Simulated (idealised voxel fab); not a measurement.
The document below concerns the process module designated voxel wiring stack.
Cross-sectional view cut (width: 245 nm; square cell size: 5 nm).
Bands, listed from the top down, are how a cross-section gets written in this document; the cross-section itself is a grid of square cells, and a band is one or more rows of them. For a band, the entry starts with two heights in nm, that of the top and then that of the bottom, and carries on with the band's materials in order from left to right, each alongside its width in nm; the word "edge to edge" beside a single material means it fills the band edge to edge, and "air" means empty space. Beneath 0, the wafer as received is one material, and that level is where height counting begins. The lowest band goes on downward without a bottom; it is written like "z 0 and below". You'd read "30..40" like this: the band's top row of cells is as wide as the first number, its bottom row is as wide as the second, and going down, every row changes width by the same amount as the row before did. What does "remained unchanged" mean for a step? It means no cell of the cross-section changed in that step. Reported under the label "Closed internal cavities" are the empty spaces having no open way to the top and comprising 8 cells or more; the notation for each is width x height at distance, in which the distance is measured from the left edge and all three values are in nm. It should be noted that, on the line of a given step, the content following the step's settings is a remark produced by the simulator itself with respect to that step. For masked steps, "overlay nm" on the step line gives how far right of plan the mask actually lay; a minus sign means it lay to the left. Note on reading: below, each pair holds a cross-section from before one process step and one from after it; the one from after shows only down to the lowest band that changed. Beneath the pair, the step in between is stated along with its settings. The pairs can stem from different runs of this module on the same starting wafer. Where a pair's entry headed "Pre-step condition" says so, and only there, that pair continues from the pair above it.
PRE-STEP CONDITION
* z 0 and below = Si edge to edge
* Closed internal cavities: none
CUT VIEW, POST-STEP
* z 15 to 0 = SiO2 edge to edge
* At heights below 0, the structure remains unaltered.
* Closed internal cavities: none
The structure shown above changes from one cross-section to the other through op CONFORMAL_DEP | material SiO2 | thk nm 15
Pre-step condition: equal to the after panel directly above.
CUT VIEW, POST-STEP
* z 20 to 15 = TiN edge to edge
* At heights below 15, the structure remains unaltered.
* Closed internal cavities: none
The structure shown above changes from one cross-section to the other through op DIRECTIONAL_DEP | material TiN | thk nm 5
Pre-step condition: equal to the after panel directly above.
CUT VIEW, POST-STEP
* z 35 to 20 = Ru edge to edge
* At heights below 20, the structure remains unaltered.
* Closed internal cavities: none
The structure shown above changes from one cross-section to the other through op DIRECTIONAL_DEP | material Ru | thk nm 15
Pre-step condition: equal to the after panel directly above.
CUT VIEW, POST-STEP
* z 35 to 20 = 45 nm air  30 nm Ru  30 nm air  30 nm Ru  30 nm air  30 nm Ru  50 nm air
* At heights below 20, the structure remains unaltered.
* Closed internal cavities: none
The structure shown above changes from one cross-section to the other through op MASKED_ETCH | tone cover | mask id METAL_1 | width nm 30 | pitch nm 60 | etch materials Ru | depth nm 15 | overlay nm 0
Pre-step condition: equal to the after panel directly above.
CUT VIEW, POST-STEP
* z 35 to 20 = 45 nm air  30 nm Ru  30 nm air  30 nm Ru  30 nm air  30 nm Ru  50 nm air
* z 20 to 15 = 45 nm air  30 nm TiN  30 nm air  30 nm TiN  30 nm air  30 nm TiN  50 nm air
* At heights below 15, the structure remains unaltered.
* Closed internal cavities: none
The structure shown above changes from one cross-section to the other through op MASKED_ETCH | tone cover | mask id METAL_1 | width nm 30 | pitch nm 60 | etch materials TiN | depth nm 5 | overlay nm 0
Pre-step condition: equal to the after panel directly above.
CUT VIEW, POST-STEP
* z 40 to 35 = 40 nm air  40 nm SiCN  20 nm air  40 nm SiCN  20 nm air  40 nm SiCN  45 nm air
* z 35 to 20 = 40 nm air  5 nm SiCN  30 nm Ru  5 nm SiCN  20 nm air  5 nm SiCN  30 nm Ru  5 nm SiCN  20 nm air  5 nm SiCN  30 nm Ru  5 nm SiCN  45 nm air
* z 20 to 15 = 45 nm SiCN  30 nm TiN  30 nm SiCN  30 nm TiN  30 nm SiCN  30 nm TiN  50 nm SiCN
* At heights below 15, the structure remains unaltered.
* Closed internal cavities: none
The structure shown above changes from one cross-section to the other through op CONFORMAL_DEP | material SiCN | thk nm 5
Pre-step condition: equal to the after panel directly above.
CUT VIEW, POST-STEP
* z 45 to 40 = SiO2 edge to edge
* z 40 to 35 = 40 nm SiO2  40 nm SiCN  20 nm SiO2  40 nm SiCN  20 nm SiO2  40 nm SiCN  45 nm SiO2
* z 35 to 20 = 40 nm SiO2  5 nm SiCN  30 nm Ru  5 nm SiCN  20 nm SiO2  5 nm SiCN  30 nm Ru  5 nm SiCN  20 nm SiO2  5 nm SiCN  30 nm Ru  5 nm SiCN  45 nm SiO2
* At heights below 20, the structure remains unaltered.
* Closed internal cavities: none
The structure shown above changes from one cross-section to the other through op FILL_DEP | material SiO2 | thk nm 5
Pre-step condition: equal to the after panel directly above.
CUT VIEW, POST-STEP
* z 35 to 20 = 40 nm SiO2  5 nm SiCN  30 nm Ru  5 nm SiCN  20 nm SiO2  5 nm SiCN  30 nm Ru  5 nm SiCN  20 nm SiO2  5 nm SiCN  30 nm Ru  5 nm SiCN  45 nm SiO2
* At heights below 20, the structure remains unaltered.
* Closed internal cavities: none
The structure shown above changes from one cross-section to the other through op CMP | height nm 35
Pre-step condition: equal to the after panel directly above.
CUT VIEW, POST-STEP
* z 40 to 35 = SiCN edge to edge
* At heights below 35, the structure remains unaltered.
* Closed internal cavities: none
The structure shown above changes from one cross-section to the other through op CONFORMAL_DEP | material SiCN | thk nm 5
Pre-step condition: equal to the after panel directly above.
CUT VIEW, POST-STEP
* z 65 to 40 = lowk edge to edge
* At heights below 40, the structure remains unaltered.
* Closed internal cavities: none
The structure shown above changes from one cross-section to the other through op DIRECTIONAL_DEP | material lowk | thk nm 25
Pre-step condition: equal to the after panel directly above.
CUT VIEW, POST-STEP
* z 85 to 65 = 45 nm resist  30 nm air  30 nm resist  30 nm air  30 nm resist  30 nm air  50 nm resist
* At heights below 65, the structure remains unaltered.
* Closed internal cavities: none
The structure shown above changes from one cross-section to the other through op PATTERN | tone open | mask id METAL_2 | material resist | width nm 30 | pitch nm 60 | thk nm 20 | overlay nm 0
Pre-step condition: equal to the after panel directly above.
CUT VIEW, POST-STEP
* z 85 to 65 = 45 nm resist  30 nm air  30 nm resist  30 nm air  30 nm resist  30 nm air  50 nm resist
* z 65 to 50 = 45 nm lowk  30 nm air  30 nm lowk  30 nm air  30 nm lowk  30 nm air  50 nm lowk
* At heights below 50, the structure remains unaltered.
* Closed internal cavities: none
The structure shown above changes from one cross-section to the other through op DIRECTIONAL_ETCH | etch materials lowk | depth nm 15
Pre-step condition: equal to the after panel directly above.
CUT VIEW, POST-STEP
* z 65 to 50 = 45 nm lowk  30 nm air  30 nm lowk  30 nm air  30 nm lowk  30 nm air  50 nm lowk
* At heights below 50, the structure remains unaltered.
* Closed internal cavities: none
The structure shown above changes from one cross-section to the other through op STRIP | etch materials resist
Pre-step condition: equal to the after panel directly above.
CUT VIEW, POST-STEP
* z 80 to 65 = 45 nm resist  15 nm air  105 nm resist  15 nm air  65 nm resist
* z 65 to 50 = 45 nm lowk  15 nm air  15 nm resist  30 nm lowk  30 nm resist  30 nm lowk  15 nm air  15 nm resist  50 nm lowk
* At heights below 50, the structure remains unaltered.
* Closed internal cavities: none
The structure shown above changes from one cross-section to the other through op PATTERN | tone open | mask id METAL_2_HOLES | material resist | width nm 15 | pitch nm 120 | thk nm 15 | overlay nm 0
Pre-step condition: equal to the after panel directly above.
CUT VIEW, POST-STEP
* z 80 to 65 = 45 nm resist  15 nm air  105 nm resist  15 nm air  65 nm resist
* z 65 to 50 = 45 nm lowk  15 nm air  15 nm resist  30 nm lowk  30 nm resist  30 nm lowk  15 nm air  15 nm resist  50 nm lowk
* z 50 to 40 = 45 nm lowk  15 nm air  105 nm lowk  15 nm air  65 nm lowk
* At heights below 40, the structure remains unaltered.
* Closed internal cavities: none
The structure shown above changes from one cross-section to the other through op DIRECTIONAL_ETCH | etch materials lowk | depth nm 10
Pre-step condition: equal to the after panel directly above.
CUT VIEW, POST-STEP
* z 80 to 65 = 45 nm resist  15 nm air  105 nm resist  15 nm air  65 nm resist
* z 65 to 50 = 45 nm lowk  15 nm air  15 nm resist  30 nm lowk  30 nm resist  30 nm lowk  15 nm air  15 nm resist  50 nm lowk
* z 50 to 40 = 45 nm lowk  15 nm air  105 nm lowk  15 nm air  65 nm lowk
* z 40 to 35 = 45 nm SiCN  15 nm air  105 nm SiCN  15 nm air  65 nm SiCN
* At heights below 35, the structure remains unaltered.
* Closed internal cavities: none
The structure shown above changes from one cross-section to the other through op DIRECTIONAL_ETCH | etch materials SiCN | depth nm 5
Pre-step condition: equal to the after panel directly above.
CUT VIEW, POST-STEP
* z 65 to 50 = 45 nm lowk  30 nm air  30 nm lowk  30 nm air  30 nm lowk  30 nm air  50 nm lowk
* At heights below 50, the structure remains unaltered.
* Closed internal cavities: none
The structure shown above changes from one cross-section to the other through op STRIP | etch materials resist
Pre-step condition: equal to the after panel directly above.
CUT VIEW, POST-STEP
* z 70 to 65 = 50 nm TiN  20 nm air  40 nm TiN  20 nm air  40 nm TiN  20 nm air  55 nm TiN
* z 65 to 55 = 45 nm lowk  5 nm TiN  20 nm air  5 nm TiN  30 nm lowk  5 nm TiN  20 nm air  5 nm TiN  30 nm lowk  5 nm TiN  20 nm air  5 nm TiN  50 nm lowk
* z 55 to 50 = 45 nm lowk  5 nm TiN  5 nm air  20 nm TiN  30 nm lowk  30 nm TiN  30 nm lowk  5 nm TiN  5 nm air  20 nm TiN  50 nm lowk
* z 50 to 40 = 45 nm lowk  5 nm TiN  5 nm air  5 nm TiN  105 nm lowk  5 nm TiN  5 nm air  5 nm TiN  65 nm lowk
* z 40 to 35 = 45 nm SiCN  15 nm TiN  105 nm SiCN  15 nm TiN  65 nm SiCN
* At heights below 35, the structure remains unaltered.
* Closed internal cavities: none
The structure shown above changes from one cross-section to the other through op CONFORMAL_DEP | material TiN | thk nm 5
Pre-step condition: equal to the after panel directly above.
CUT VIEW, POST-STEP
* z 75 to 70 = Cu edge to edge
* z 70 to 65 = 50 nm TiN  20 nm Cu  40 nm TiN  20 nm Cu  40 nm TiN  20 nm Cu  55 nm TiN
* z 65 to 55 = 45 nm lowk  5 nm TiN  20 nm Cu  5 nm TiN  30 nm lowk  5 nm TiN  20 nm Cu  5 nm TiN  30 nm lowk  5 nm TiN  20 nm Cu  5 nm TiN  50 nm lowk
* z 55 to 50 = 45 nm lowk  5 nm TiN  5 nm Cu  20 nm TiN  30 nm lowk  30 nm TiN  30 nm lowk  5 nm TiN  5 nm Cu  20 nm TiN  50 nm lowk
* z 50 to 40 = 45 nm lowk  5 nm TiN  5 nm Cu  5 nm TiN  105 nm lowk  5 nm TiN  5 nm Cu  5 nm TiN  65 nm lowk
* At heights below 40, the structure remains unaltered.
* Closed internal cavities: none
The structure shown above changes from one cross-section to the other through op FILL_DEP | material Cu | thk nm 5
Pre-step condition: equal to the after panel directly above.
CUT VIEW, POST-STEP
* z 65 to 55 = 45 nm lowk  5 nm TiN  20 nm Cu  5 nm TiN  30 nm lowk  5 nm TiN  20 nm Cu  5 nm TiN  30 nm lowk  5 nm TiN  20 nm Cu  5 nm TiN  50 nm lowk
* At heights below 55, the structure remains unaltered.
* Closed internal cavities: none
The structure shown above changes from one cross-section to the other through op CMP | height nm 65
Pre-step condition: equal to the after panel directly above.
CUT VIEW, POST-STEP
* z 70 to 65 = SiCN edge to edge
* At heights below 65, the structure remains unaltered.
* Closed internal cavities: none
The structure shown above changes from one cross-section to the other through op CONFORMAL_DEP | material SiCN | thk nm 5
Pre-step condition: equal to the after panel directly above.
CUT VIEW, POST-STEP
* z 100 to 70 = SiO2 edge to edge
* At heights below 70, the structure remains unaltered.
* Closed internal cavities: none
The structure shown above changes from one cross-section to the other through op DIRECTIONAL_DEP | material SiO2 | thk nm 30
Pre-step condition: equal to the after panel directly above.
CUT VIEW, POST-STEP
* z 100 to 85 = 45 nm SiO2  30 nm air  30 nm SiO2  30 nm air  30 nm SiO2  30 nm air  50 nm SiO2
* At heights below 85, the structure remains unaltered.
* Closed internal cavities: none
The structure shown above changes from one cross-section to the other through op MASKED_ETCH | tone open | mask id METAL_3 | width nm 30 | pitch nm 60 | etch materials SiO2 | depth nm 15 | overlay nm 0
Pre-step condition: equal to the after panel directly above.
CUT VIEW, POST-STEP
* z 110 to 100 = 45 nm aC  30 nm air  30 nm aC  30 nm air  30 nm aC  30 nm air  50 nm aC
* z 100 to 95 = 45 nm SiO2  30 nm air  30 nm SiO2  30 nm air  30 nm SiO2  30 nm air  50 nm SiO2
* z 95 to 85 = 45 nm SiO2  30 nm aC  30 nm SiO2  30 nm aC  30 nm SiO2  30 nm aC  50 nm SiO2
* At heights below 85, the structure remains unaltered.
* Closed internal cavities: none
The structure shown above changes from one cross-section to the other through op DIRECTIONAL_DEP | material aC | thk nm 10
Pre-step condition: equal to the after panel directly above.
CUT VIEW, POST-STEP
* z 135 to 110 = 45 nm resist  15 nm air  105 nm resist  15 nm air  65 nm resist
* z 110 to 100 = 45 nm aC  15 nm air  15 nm resist  30 nm aC  30 nm resist  30 nm aC  15 nm air  15 nm resist  50 nm aC
* z 100 to 95 = 45 nm SiO2  15 nm air  15 nm resist  30 nm SiO2  30 nm resist  30 nm SiO2  15 nm air  15 nm resist  50 nm SiO2
* At heights below 95, the structure remains unaltered.
* Closed internal cavities: none
The structure shown above changes from one cross-section to the other through op PATTERN | tone open | mask id METAL_3_HOLES | material resist | width nm 15 | pitch nm 120 | thk nm 25 | overlay nm 0
Pre-step condition: equal to the after panel directly above.
CUT VIEW, POST-STEP
* z 125 to 110 = 45 nm resist  15 nm air  105 nm resist  15 nm air  65 nm resist
* z 110 to 100 = 45 nm aC  15 nm air  15 nm resist  30 nm aC  30 nm resist  30 nm aC  15 nm air  15 nm resist  50 nm aC
* z 100 to 95 = 45 nm SiO2  15 nm air  15 nm resist  30 nm SiO2  30 nm resist  30 nm SiO2  15 nm air  15 nm resist  50 nm SiO2
* z 95 to 85 = 45 nm SiO2  15 nm air  15 nm aC  30 nm SiO2  30 nm aC  30 nm SiO2  15 nm air  15 nm aC  50 nm SiO2
* At heights below 85, the structure remains unaltered.
* Closed internal cavities: none
The structure shown above changes from one cross-section to the other through op DIRECTIONAL_ETCH | etch materials aC | depth nm 10
Pre-step condition: equal to the after panel directly above.
CUT VIEW, POST-STEP
* z 110 to 100 = 45 nm aC  30 nm air  30 nm aC  30 nm air  30 nm aC  30 nm air  50 nm aC
* z 100 to 95 = 45 nm SiO2  30 nm air  30 nm SiO2  30 nm air  30 nm SiO2  30 nm air  50 nm SiO2
* At heights below 95, the structure remains unaltered.
* Closed internal cavities: none
The structure shown above changes from one cross-section to the other through op STRIP | etch materials resist
Pre-step condition: equal to the after panel directly above.
CUT VIEW, POST-STEP
* z 110 to 100 = 45 nm aC  30 nm air  30 nm aC  30 nm air  30 nm aC  30 nm air  50 nm aC
* z 100 to 95 = 45 nm SiO2  30 nm air  30 nm SiO2  30 nm air  30 nm SiO2  30 nm air  50 nm SiO2
* z 95 to 85 = 45 nm SiO2  15 nm air  15 nm aC  30 nm SiO2  30 nm aC  30 nm SiO2  15 nm air  15 nm aC  50 nm SiO2
* z 85 to 70 = 45 nm SiO2  15 nm air  105 nm SiO2  15 nm air  65 nm SiO2
* At heights below 70, the structure remains unaltered.
* Closed internal cavities: none
The structure shown above changes from one cross-section to the other through op DIRECTIONAL_ETCH | etch materials SiO2 | depth nm 15
Pre-step condition: equal to the after panel directly above.
CUT VIEW, POST-STEP
* z 110 to 100 = 45 nm aC  30 nm air  30 nm aC  30 nm air  30 nm aC  30 nm air  50 nm aC
* z 100 to 95 = 45 nm SiO2  30 nm air  30 nm SiO2  30 nm air  30 nm SiO2  30 nm air  50 nm SiO2
* z 95 to 85 = 45 nm SiO2  15 nm air  15 nm aC  30 nm SiO2  30 nm aC  30 nm SiO2  15 nm air  15 nm aC  50 nm SiO2
* z 85 to 70 = 45 nm SiO2  15 nm air  105 nm SiO2  15 nm air  65 nm SiO2
* z 70 to 65 = 45 nm SiCN  15 nm air  105 nm SiCN  15 nm air  65 nm SiCN
* At heights below 65, the structure remains unaltered.
* Closed internal cavities: none
The structure shown above changes from one cross-section to the other through op DIRECTIONAL_ETCH | etch materials SiCN | depth nm 5
Pre-step condition: equal to the after panel directly above.
CUT VIEW, POST-STEP
* z 100 to 85 = 45 nm SiO2  30 nm air  30 nm SiO2  30 nm air  30 nm SiO2  30 nm air  50 nm SiO2
* At heights below 85, the structure remains unaltered.
* Closed internal cavities: none
The structure shown above changes from one cross-section to the other through op STRIP | etch materials aC
Pre-step condition: equal to the after panel directly above.
CUT VIEW, POST-STEP
* z 105 to 100 = 50 nm TiN  20 nm air  40 nm TiN  20 nm air  40 nm TiN  20 nm air  55 nm TiN
* z 100 to 90 = 45 nm SiO2  5 nm TiN  20 nm air  5 nm TiN  30 nm SiO2  5 nm TiN  20 nm air  5 nm TiN  30 nm SiO2  5 nm TiN  20 nm air  5 nm TiN  50 nm SiO2
* z 90 to 85 = 45 nm SiO2  5 nm TiN  5 nm air  20 nm TiN  30 nm SiO2  30 nm TiN  30 nm SiO2  5 nm TiN  5 nm air  20 nm TiN  50 nm SiO2
* z 85 to 70 = 45 nm SiO2  5 nm TiN  5 nm air  5 nm TiN  105 nm SiO2  5 nm TiN  5 nm air  5 nm TiN  65 nm SiO2
* z 70 to 65 = 45 nm SiCN  15 nm TiN  105 nm SiCN  15 nm TiN  65 nm SiCN
* At heights below 65, the structure remains unaltered.
* Closed internal cavities: none
The structure shown above changes from one cross-section to the other through op CONFORMAL_DEP | material TiN | thk nm 5
Pre-step condition: equal to the after panel directly above.
CUT VIEW, POST-STEP
* z 115 to 105 = Cu edge to edge
* z 105 to 100 = 50 nm TiN  20 nm Cu  40 nm TiN  20 nm Cu  40 nm TiN  20 nm Cu  55 nm TiN
* z 100 to 90 = 45 nm SiO2  5 nm TiN  20 nm Cu  5 nm TiN  30 nm SiO2  5 nm TiN  20 nm Cu  5 nm TiN  30 nm SiO2  5 nm TiN  20 nm Cu  5 nm TiN  50 nm SiO2
* z 90 to 85 = 45 nm SiO2  5 nm TiN  5 nm Cu  20 nm TiN  30 nm SiO2  30 nm TiN  30 nm SiO2  5 nm TiN  5 nm Cu  20 nm TiN  50 nm SiO2
* z 85 to 70 = 45 nm SiO2  5 nm TiN  5 nm Cu  5 nm TiN  105 nm SiO2  5 nm TiN  5 nm Cu  5 nm TiN  65 nm SiO2
* At heights below 70, the structure remains unaltered.
* Closed internal cavities: none
The structure shown above changes from one cross-section to the other through op FILL_DEP | material Cu | thk nm 10
Pre-step condition: equal to the after panel directly above.
CUT VIEW, POST-STEP
* z 100 to 90 = 45 nm SiO2  5 nm TiN  20 nm Cu  5 nm TiN  30 nm SiO2  5 nm TiN  20 nm Cu  5 nm TiN  30 nm SiO2  5 nm TiN  20 nm Cu  5 nm TiN  50 nm SiO2
* At heights below 90, the structure remains unaltered.
* Closed internal cavities: none
The structure shown above changes from one cross-section to the other through op CMP | height nm 100
Pre-step condition: equal to the after panel directly above.
CUT VIEW, POST-STEP
* z 105 to 100 = SiCN edge to edge
* At heights below 100, the structure remains unaltered.
* Closed internal cavities: none
The structure shown above changes from one cross-section to the other through op CONFORMAL_DEP | material SiCN | thk nm 5
Pre-step condition: equal to the after panel directly above.
CUT VIEW, POST-STEP
* z 115 to 105 = lowk edge to edge
* At heights below 105, the structure remains unaltered.
* Closed internal cavities: none
The structure shown above changes from one cross-section to the other through op DIRECTIONAL_DEP | material lowk | thk nm 10
Pre-step condition: equal to the after panel directly above.
CUT VIEW, POST-STEP
* z 115 to 105 = 45 nm lowk  15 nm air  45 nm lowk  15 nm air  45 nm lowk  15 nm air  65 nm lowk
* At heights below 105, the structure remains unaltered.
* Closed internal cavities: none
The structure shown above changes from one cross-section to the other through op MASKED_ETCH | tone open | mask id PLUG_3 | width nm 15 | pitch nm 60 | etch materials lowk | depth nm 10 | overlay nm 0
Pre-step condition: equal to the after panel directly above.
CUT VIEW, POST-STEP
* z 115 to 105 = 45 nm lowk  15 nm air  45 nm lowk  15 nm air  45 nm lowk  15 nm air  65 nm lowk
* z 105 to 100 = 45 nm SiCN  15 nm air  45 nm SiCN  15 nm air  45 nm SiCN  15 nm air  65 nm SiCN
* At heights below 100, the structure remains unaltered.
* Closed internal cavities: none
The structure shown above changes from one cross-section to the other through op MASKED_ETCH | tone open | mask id PLUG_3 | width nm 15 | pitch nm 60 | etch materials SiCN | depth nm 5 | overlay nm 0
Pre-step condition: equal to the after panel directly above.
CUT VIEW, POST-STEP
* z 120 to 115 = 50 nm TiN  5 nm air  55 nm TiN  5 nm air  55 nm TiN  5 nm air  70 nm TiN
* z 115 to 105 = 45 nm lowk  5 nm TiN  5 nm air  5 nm TiN  45 nm lowk  5 nm TiN  5 nm air  5 nm TiN  45 nm lowk  5 nm TiN  5 nm air  5 nm TiN  65 nm lowk
* z 105 to 100 = 45 nm SiCN  15 nm TiN  45 nm SiCN  15 nm TiN  45 nm SiCN  15 nm TiN  65 nm SiCN
* At heights below 100, the structure remains unaltered.
* Closed internal cavities: none
The structure shown above changes from one cross-section to the other through op CONFORMAL_DEP | material TiN | thk nm 5
Pre-step condition: equal to the after panel directly above.
CUT VIEW, POST-STEP
* z 125 to 120 = Cu edge to edge
* z 120 to 115 = 50 nm TiN  5 nm Cu  55 nm TiN  5 nm Cu  55 nm TiN  5 nm Cu  70 nm TiN
* z 115 to 105 = 45 nm lowk  5 nm TiN  5 nm Cu  5 nm TiN  45 nm lowk  5 nm TiN  5 nm Cu  5 nm TiN  45 nm lowk  5 nm TiN  5 nm Cu  5 nm TiN  65 nm lowk
* At heights below 105, the structure remains unaltered.
* Closed internal cavities: none
The structure shown above changes from one cross-section to the other through op FILL_DEP | material Cu | thk nm 5
Pre-step condition: equal to the after panel directly above.
CUT VIEW, POST-STEP
* z 115 to 105 = 45 nm lowk  5 nm TiN  5 nm Cu  5 nm TiN  45 nm lowk  5 nm TiN  5 nm Cu  5 nm TiN  45 nm lowk  5 nm TiN  5 nm Cu  5 nm TiN  65 nm lowk
* At heights below 105, the structure remains unaltered.
* Closed internal cavities: none
The structure shown above changes from one cross-section to the other through op CMP | height nm 115
Pre-step condition: equal to the after panel directly above.
CUT VIEW, POST-STEP
* z 120 to 115 = SiN edge to edge
* At heights below 115, the structure remains unaltered.
* Closed internal cavities: none
The structure shown above changes from one cross-section to the other through op CONFORMAL_DEP | material SiN | thk nm 5
Pre-step condition: equal to the after panel directly above.
CUT VIEW, POST-STEP
* z 145 to 120 = SiO2 edge to edge
* At heights below 120, the structure remains unaltered.
* Closed internal cavities: none
The structure shown above changes from one cross-section to the other through op DIRECTIONAL_DEP | material SiO2 | thk nm 25
Pre-step condition: equal to the after panel directly above.
CUT VIEW, POST-STEP
* z 160 to 145 = 45 nm resist  30 nm air  30 nm resist  30 nm air  30 nm resist  30 nm air  50 nm resist
* At heights below 145, the structure remains unaltered.
* Closed internal cavities: none
The structure shown above changes from one cross-section to the other through op PATTERN | tone open | mask id METAL_4 | material resist | width nm 30 | pitch nm 60 | thk nm 15 | overlay nm 0
Pre-step condition: equal to the after panel directly above.
CUT VIEW, POST-STEP
* z 160 to 145 = 45 nm resist  30 nm air  30 nm resist  30 nm air  30 nm resist  30 nm air  50 nm resist
* z 145 to 120 = 45 nm SiO2  30 nm air  30 nm SiO2  30 nm air  30 nm SiO2  30 nm air  50 nm SiO2
* At heights below 120, the structure remains unaltered.
* Closed internal cavities: none
The structure shown above changes from one cross-section to the other through op DIRECTIONAL_ETCH | etch materials SiO2 | depth nm 25
Pre-step condition: equal to the after panel directly above.
CUT VIEW, POST-STEP
* z 160 to 145 = 45 nm resist  30 nm air  30 nm resist  30 nm air  30 nm resist  30 nm air  50 nm resist
* z 145 to 120 = 45 nm SiO2  30 nm air  30 nm SiO2  30 nm air  30 nm SiO2  30 nm air  50 nm SiO2
* z 120 to 115 = 45 nm SiN  30 nm air  30 nm SiN  30 nm air  30 nm SiN  30 nm air  50 nm SiN
* At heights below 115, the structure remains unaltered.
* Closed internal cavities: none
The structure shown above changes from one cross-section to the other through op DIRECTIONAL_ETCH | etch materials SiN | depth nm 5
Pre-step condition: equal to the after panel directly above.
CUT VIEW, POST-STEP
* z 145 to 120 = 45 nm SiO2  30 nm air  30 nm SiO2  30 nm air  30 nm SiO2  30 nm air  50 nm SiO2
* At heights below 120, the structure remains unaltered.
* Closed internal cavities: none
The structure shown above changes from one cross-section to the other through op STRIP | etch materials resist
Pre-step condition: equal to the after panel directly above.
CUT VIEW, POST-STEP
* z 150 to 145 = 50 nm TiN  20 nm air  40 nm TiN  20 nm air  40 nm TiN  20 nm air  55 nm TiN
* z 145 to 120 = 45 nm SiO2  5 nm TiN  20 nm air  5 nm TiN  30 nm SiO2  5 nm TiN  20 nm air  5 nm TiN  30 nm SiO2  5 nm TiN  20 nm air  5 nm TiN  50 nm SiO2
* z 120 to 115 = 45 nm SiN  30 nm TiN  30 nm SiN  30 nm TiN  30 nm SiN  30 nm TiN  50 nm SiN
* At heights below 115, the structure remains unaltered.
* Closed internal cavities: none
The structure shown above changes from one cross-section to the other through op CONFORMAL_DEP | material TiN | thk nm 5
Pre-step condition: equal to the after panel directly above.
CUT VIEW, POST-STEP
* z 160 to 150 = W edge to edge
* z 150 to 145 = 50 nm TiN  20 nm W  40 nm TiN  20 nm W  40 nm TiN  20 nm W  55 nm TiN
* z 145 to 120 = 45 nm SiO2  5 nm TiN  20 nm W  5 nm TiN  30 nm SiO2  5 nm TiN  20 nm W  5 nm TiN  30 nm SiO2  5 nm TiN  20 nm W  5 nm TiN  50 nm SiO2
* At heights below 120, the structure remains unaltered.
* Closed internal cavities: none
The structure shown above changes from one cross-section to the other through op FILL_DEP | material W | thk nm 10
Pre-step condition: equal to the after panel directly above.
CUT VIEW, POST-STEP
* z 145 to 120 = 45 nm SiO2  5 nm TiN  20 nm W  5 nm TiN  30 nm SiO2  5 nm TiN  20 nm W  5 nm TiN  30 nm SiO2  5 nm TiN  20 nm W  5 nm TiN  50 nm SiO2
* At heights below 120, the structure remains unaltered.
* Closed internal cavities: none
The structure shown above changes from one cross-section to the other through op CMP | height nm 145
Pre-step condition: equal to the after panel directly above.
CUT VIEW, POST-STEP
* z 150 to 145 = 40 nm air  40 nm Ru  20 nm air  40 nm Ru  20 nm air  40 nm Ru  45 nm air
* At heights below 145, the structure remains unaltered.
* Closed internal cavities: none
The structure shown above changes from one cross-section to the other through op EPI | material Ru | thk nm 5
Pre-step condition: equal to the after panel directly above.
CUT VIEW, POST-STEP
* z 155 to 150 = SiCN edge to edge
* z 150 to 145 = 40 nm SiCN  40 nm Ru  20 nm SiCN  40 nm Ru  20 nm SiCN  40 nm Ru  45 nm SiCN
* At heights below 145, the structure remains unaltered.
* Closed internal cavities: none
The structure shown above changes from one cross-section to the other through op FILL_DEP | material SiCN | thk nm 5
PRE-STEP CONDITION
* z 160 to 150 = W edge to edge
* z 150 to 145 = 50 nm TiN  20 nm W  40 nm TiN  20 nm W  40 nm TiN  20 nm W  55 nm TiN
* z 145 to 120 = 45 nm SiO2  5 nm TiN  20 nm W  5 nm TiN  30 nm SiO2  5 nm TiN  20 nm W  5 nm TiN  30 nm SiO2  5 nm TiN  20 nm W  5 nm TiN  50 nm SiO2
* z 120 to 115 = 45 nm SiN  30 nm TiN  30 nm SiN  30 nm TiN  30 nm SiN  30 nm TiN  50 nm SiN
* z 115 to 105 = 45 nm lowk  5 nm TiN  5 nm Cu  5 nm TiN  45 nm lowk  5 nm TiN  5 nm Cu  5 nm TiN  45 nm lowk  5 nm TiN  5 nm Cu  5 nm TiN  65 nm lowk
* z 105 to 100 = 45 nm SiCN  15 nm TiN  45 nm SiCN  15 nm TiN  45 nm SiCN  15 nm TiN  65 nm SiCN
* z 100 to 90 = 45 nm SiO2  5 nm TiN  20 nm Cu  5 nm TiN  30 nm SiO2  5 nm TiN  20 nm Cu  5 nm TiN  30 nm SiO2  5 nm TiN  20 nm Cu  5 nm TiN  50 nm SiO2
* z 90 to 85 = 45 nm SiO2  5 nm TiN  5 nm Cu  20 nm TiN  30 nm SiO2  30 nm TiN  30 nm SiO2  5 nm TiN  5 nm Cu  20 nm TiN  50 nm SiO2
* z 85 to 70 = 45 nm SiO2  5 nm TiN  5 nm Cu  5 nm TiN  105 nm SiO2  5 nm TiN  5 nm Cu  5 nm TiN  65 nm SiO2
* z 70 to 65 = 45 nm SiCN  15 nm TiN  105 nm SiCN  15 nm TiN  65 nm SiCN
* z 65 to 55 = 45 nm lowk  5 nm TiN  20 nm Cu  5 nm TiN  30 nm lowk  5 nm TiN  20 nm Cu  5 nm TiN  30 nm lowk  5 nm TiN  20 nm Cu  5 nm TiN  50 nm lowk
* z 55 to 50 = 45 nm lowk  5 nm TiN  5 nm Cu  20 nm TiN  30 nm lowk  30 nm TiN  30 nm lowk  5 nm TiN  5 nm Cu  20 nm TiN  50 nm lowk
* z 50 to 40 = 45 nm lowk  5 nm TiN  5 nm Cu  5 nm TiN  105 nm lowk  5 nm TiN  5 nm Cu  5 nm TiN  65 nm lowk
* z 40 to 35 = 45 nm SiCN  15 nm TiN  105 nm SiCN  15 nm TiN  65 nm SiCN
* z 35 to 20 = 40 nm SiO2  5 nm SiCN  30 nm Ru  5 nm SiCN  20 nm SiO2  5 nm SiCN  30 nm Ru  5 nm SiCN  20 nm SiO2  5 nm SiCN  30 nm Ru  5 nm SiCN  45 nm SiO2
* z 20 to 15 = 45 nm SiCN  30 nm TiN  30 nm SiCN  30 nm TiN  30 nm SiCN  30 nm TiN  50 nm SiCN
* z 15 to 0 = SiO2 edge to edge
* z 0 and below = Si edge to edge
* Closed internal cavities: none
CUT VIEW, POST-STEP
* z 165 to 160 = Ru edge to edge
* At heights below 160, the structure remains unaltered.
* Closed internal cavities: none
The structure shown above changes from one cross-section to the other through op EPI | material Ru | thk nm 5
Pre-step condition: equal to the after panel directly above.
CUT VIEW, POST-STEP
* z 170 to 165 = SiCN edge to edge
* At heights below 165, the structure remains unaltered.
* Closed internal cavities: none
The structure shown above changes from one cross-section to the other through op FILL_DEP | material SiCN | thk nm 5
